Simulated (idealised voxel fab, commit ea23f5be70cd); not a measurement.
Process module under the name voxel self aligned contacts
In the cross-section labelled cut, the width is 170 nm and each square cell is 5 nm.
A cross-section in this document is a grid of square cells, and it is written down as bands, the top band listed before the ones below it; a band is made up of one or more rows of cells.
Per band: top height and bottom height in nm, followed by the left-to-right materials and their widths in nm; "everywhere" marks a single material spanning edge to edge, "empty" marks empty space.
Heights are reckoned from 0. Under this level, the received wafer is all of one material. The bottommost band is open-ended downward, for example "0 -> down".
Width spec "30 to 40" -> top row of cells at first value, bottom row at second value, equal per-row change in between.
Basically "no alteration" means that step didn't change any cell in the cross-section.
"Fully sealed voids" enumerates empty spaces isolated from the top, with no open way to it, that contain at least 8 cells, giving each as width x height at distance from the left edge, all three in nm.
If you see something after the settings on a step's line, that's the simulator's own remark about that step.
If you see "overlay nm" on a step's line and that step has a mask, it's telling you how far right of where it was planned the mask ended up; a negative number means it went left instead.

# The planned process steps are enumerated hereunder
1,op RECEIVE | material Si
2,op CONFORMAL_DEP | material SiO2 | thk nm 5
3,op DIRECTIONAL_DEP | material polySi | thk nm 25
4,op DIRECTIONAL_DEP | material SiN | thk nm 20
5,op PATTERN | tone cover | mask id GATE | material resist | width nm 25 | pitch nm 60 | thk nm 20 | overlay nm 0
6,op DIRECTIONAL_ETCH | etch materials SiN | depth nm 20
7,op DIRECTIONAL_ETCH | etch materials polySi | depth nm 25
8,op STRIP | etch materials resist
9,op CONFORMAL_DEP | material SiN | thk nm 5
10,op DIRECTIONAL_ETCH | etch materials SiN | depth nm 5
11,op FILL_DEP | material SiO2 | thk nm 15
12,op CMP | height nm 55
13,op DIRECTIONAL_DEP | material aC | thk nm 10
14,op PATTERN | tone open | mask id CONTACT | material resist | width nm 45 | thk nm 25 | overlay nm 0
15,op DIRECTIONAL_ETCH | etch materials aC | depth nm 10
16,op STRIP | etch materials resist
17,op DIRECTIONAL_ETCH | etch materials SiO2 | depth nm 55
18,op STRIP | etch materials aC
19,op CONFORMAL_DEP | material TiN | thk nm 5
20,op FILL_DEP | material Ru | thk nm 5
21,op CMP | height nm 55
22,op CONFORMAL_DEP | material SiCN | thk nm 5

# First of two wafers, with the run carried out as planned

# as received, after step 1
> 0 -> down  Si everywhere
> Fully sealed voids: none

# Presented here is a cross-section of the wafer after step 2 has been performed
> 5 -> 0  SiO2 everywhere
> Everything under 0 stays put, no change at all.

# Presented here is a cross-section of the wafer after step 3 has been performed
> 30 -> 5  polySi everywhere
> Everything under 5 stays put, no change at all.

# Presented here is a cross-section of the wafer after step 4 has been performed
> 50 -> 30  SiN everywhere
> Everything under 30 stays put, no change at all.

# Presented here is a cross-section of the wafer after step 5 has been performed
> 70 -> 50  empty 40 / resist 25 / empty 35 / resist 25 / empty 45
> Everything under 50 stays put, no change at all.

# Presented here is a cross-section of the wafer after step 6 has been performed
> 70 -> 50  empty 40 / resist 25 / empty 35 / resist 25 / empty 45
> 50 -> 30  empty 40 / SiN 25 / empty 35 / SiN 25 / empty 45
> Everything under 30 stays put, no change at all.

# Presented here is a cross-section of the wafer after step 7 has been performed
> 70 -> 50  empty 40 / resist 25 / empty 35 / resist 25 / empty 45
> 50 -> 30  empty 40 / SiN 25 / empty 35 / SiN 25 / empty 45
> 30 -> 5  empty 40 / polySi 25 / empty 35 / polySi 25 / empty 45
> Everything under 5 stays put, no change at all.

# Presented here is a cross-section of the wafer after step 8 has been performed
> 50 -> 30  empty 40 / SiN 25 / empty 35 / SiN 25 / empty 45
> Everything under 30 stays put, no change at all.

# Presented here is a cross-section of the wafer after step 9 has been performed
> 55 -> 30  empty 35 / SiN 35 / empty 25 / SiN 35 / empty 40
> 30 -> 10  empty 35 / SiN 5 / polySi 25 / SiN 5 / empty 25 / SiN 5 / polySi 25 / SiN 5 / empty 40
> 10 -> 5  SiN 40 / polySi 25 / SiN 35 / polySi 25 / SiN 45
> Everything under 5 stays put, no change at all.

# Presented here is a cross-section of the wafer after step 10 has been performed
> 50 -> 30  empty 35 / SiN 35 / empty 25 / SiN 35 / empty 40
> 30 -> 5  empty 35 / SiN 5 / polySi 25 / SiN 5 / empty 25 / SiN 5 / polySi 25 / SiN 5 / empty 40
> Everything under 5 stays put, no change at all.

# Presented here is a cross-section of the wafer after step 11 has been performed
> 65 -> 50  SiO2 everywhere
> 50 -> 30  SiO2 35 / SiN 35 / SiO2 25 / SiN 35 / SiO2 40
> 30 -> 5  SiO2 35 / SiN 5 / polySi 25 / SiN 5 / SiO2 25 / SiN 5 / polySi 25 / SiN 5 / SiO2 40
> Everything under 5 stays put, no change at all.

# Presented here is a cross-section of the wafer after step 12 has been performed
> 55 -> 50  SiO2 everywhere
> Everything under 50 stays put, no change at all.

# Presented here is a cross-section of the wafer after step 13 has been performed
> 65 -> 55  aC everywhere
> Everything under 55 stays put, no change at all.

# Presented here is a cross-section of the wafer after step 14 has been performed
> 90 -> 65  resist 60 / empty 45 / resist 65
> Everything under 65 stays put, no change at all.

# Presented here is a cross-section of the wafer after step 15 has been performed
> 80 -> 65  resist 60 / empty 45 / resist 65
> 65 -> 55  aC 60 / empty 45 / aC 65
> Everything under 55 stays put, no change at all.

# Presented here is a cross-section of the wafer after step 16 has been performed
> 65 -> 55  aC 60 / empty 45 / aC 65
> Everything under 55 stays put, no change at all.

# Presented here is a cross-section of the wafer after step 17 has been performed
> 65 -> 55  aC 60 / empty 45 / aC 65
> 55 -> 50  SiO2 60 / empty 45 / SiO2 65
> 50 -> 30  SiO2 35 / SiN 35 / empty 25 / SiN 35 / SiO2 40
> 30 -> 5  SiO2 35 / SiN 5 / polySi 25 / SiN 5 / empty 25 / SiN 5 / polySi 25 / SiN 5 / SiO2 40
> 5 -> 0  SiO2 70 / empty 25 / SiO2 75
> Everything under 0 stays put, no change at all.

# Presented here is a cross-section of the wafer after step 18 has been performed
> 55 -> 50  SiO2 60 / empty 45 / SiO2 65
> Everything under 50 stays put, no change at all.

# Presented here is a cross-section of the wafer after step 19 has been performed
> 60 -> 55  TiN 65 / empty 35 / TiN 70
> 55 -> 50  SiO2 60 / TiN 15 / empty 15 / TiN 15 / SiO2 65
> 50 -> 30  SiO2 35 / SiN 35 / TiN 5 / empty 15 / TiN 5 / SiN 35 / SiO2 40
> 30 -> 5  SiO2 35 / SiN 5 / polySi 25 / SiN 5 / TiN 5 / empty 15 / TiN 5 / SiN 5 / polySi 25 / SiN 5 / SiO2 40
> 5 -> 0  SiO2 70 / TiN 25 / SiO2 75
> Everything under 0 stays put, no change at all.

# Presented here is a cross-section of the wafer after step 20 has been performed
> 65 -> 60  Ru everywhere
> 60 -> 55  TiN 65 / Ru 35 / TiN 70
> 55 -> 50  SiO2 60 / TiN 15 / Ru 15 / TiN 15 / SiO2 65
> 50 -> 30  SiO2 35 / SiN 35 / TiN 5 / Ru 15 / TiN 5 / SiN 35 / SiO2 40
> 30 -> 5  SiO2 35 / SiN 5 / polySi 25 / SiN 5 / TiN 5 / Ru 15 / TiN 5 / SiN 5 / polySi 25 / SiN 5 / SiO2 40
> Everything under 5 stays put, no change at all.

# Presented here is a cross-section of the wafer after step 21 has been performed
> 55 -> 50  SiO2 60 / TiN 15 / Ru 15 / TiN 15 / SiO2 65
> Everything under 50 stays put, no change at all.

# Presented here is a cross-section of the wafer after step 22 has been performed
> 60 -> 55  SiCN everywhere
> Everything under 55 stays put, no change at all.

# The second wafer was prepared from the same starting point and under the same plan as the first; its processing contained one mistake, and it remains indistinguishable from the first wafer up to and including step 3

# Cross-section, second wafer, at the end time the plan gives for step 4
> 70 -> 30  SiN everywhere
> Everything under 30 stays put, no change at all.

# Cross-section, second wafer, at the end time the plan gives for step 5
> 90 -> 70  empty 40 / resist 25 / empty 35 / resist 25 / empty 45
> Everything under 70 stays put, no change at all.

# Cross-section, second wafer, at the end time the plan gives for step 6
> 90 -> 70  empty 40 / resist 25 / empty 35 / resist 25 / empty 45
> 70 -> 50  empty 40 / SiN 25 / empty 35 / SiN 25 / empty 45
> Everything under 50 stays put, no change at all.

Cross-section, second wafer, at the end time the plan gives for step 7: no alteration

# Cross-section, second wafer, at the end time the plan gives for step 8
> 70 -> 50  empty 40 / SiN 25 / empty 35 / SiN 25 / empty 45
> Everything under 50 stays put, no change at all.

# Cross-section, second wafer, at the end time the plan gives for step 9
> 75 -> 55  empty 35 / SiN 35 / empty 25 / SiN 35 / empty 40
> 55 -> 30  SiN everywhere
> Everything under 30 stays put, no change at all.

# Cross-section, second wafer, at the end time the plan gives for step 10
> 70 -> 50  empty 35 / SiN 35 / empty 25 / SiN 35 / empty 40
> Everything under 50 stays put, no change at all.

# Cross-section, second wafer, at the end time the plan gives for step 11
> 85 -> 70  SiO2 everywhere
> 70 -> 50  SiO2 35 / SiN 35 / SiO2 25 / SiN 35 / SiO2 40
> Everything under 50 stays put, no change at all.

# Cross-section, second wafer, at the end time the plan gives for step 12
> 55 -> 50  SiO2 35 / SiN 35 / SiO2 25 / SiN 35 / SiO2 40
> Everything under 50 stays put, no change at all.

# Cross-section, second wafer, at the end time the plan gives for step 13
> 65 -> 55  aC everywhere
> Everything under 55 stays put, no change at all.

# Cross-section, second wafer, at the end time the plan gives for step 14
> 90 -> 65  resist 60 / empty 45 / resist 65
> Everything under 65 stays put, no change at all.

# Cross-section, second wafer, at the end time the plan gives for step 15
> 80 -> 65  resist 60 / empty 45 / resist 65
> 65 -> 55  aC 60 / empty 45 / aC 65
> Everything under 55 stays put, no change at all.

# Cross-section, second wafer, at the end time the plan gives for step 16
> 65 -> 55  aC 60 / empty 45 / aC 65
> Everything under 55 stays put, no change at all.

# Cross-section, second wafer, at the end time the plan gives for step 17
> 65 -> 55  aC 60 / empty 45 / aC 65
> 55 -> 50  SiO2 35 / SiN 35 / empty 25 / SiN 35 / SiO2 40
> Everything under 50 stays put, no change at all.

# Cross-section, second wafer, at the end time the plan gives for step 18
> 55 -> 50  SiO2 35 / SiN 35 / empty 25 / SiN 35 / SiO2 40
> Everything under 50 stays put, no change at all.

# Cross-section, second wafer, at the end time the plan gives for step 19
> 60 -> 55  TiN 75 / empty 15 / TiN 80
> 55 -> 50  SiO2 35 / SiN 35 / TiN 25 / SiN 35 / SiO2 40
> Everything under 50 stays put, no change at all.

# Cross-section, second wafer, at the end time the plan gives for step 20
> 65 -> 60  Ru everywhere
> 60 -> 55  TiN 75 / Ru 15 / TiN 80
> Everything under 55 stays put, no change at all.

# Cross-section, second wafer, at the end time the plan gives for step 21
> 55 -> 50  SiO2 35 / SiN 35 / TiN 25 / SiN 35 / SiO2 40
> Everything under 50 stays put, no change at all.

# Cross-section, second wafer, at the end time the plan gives for step 22
> 60 -> 55  SiCN everywhere
> Everything under 55 stays put, no change at all.
Run error: step 4 was run twice
Looking at both finished wafers in cells, the second ends up ahead of or behind the first on some materials: Ru -30; SiN +74; SiO2 -140; TiN -24; polySi +120
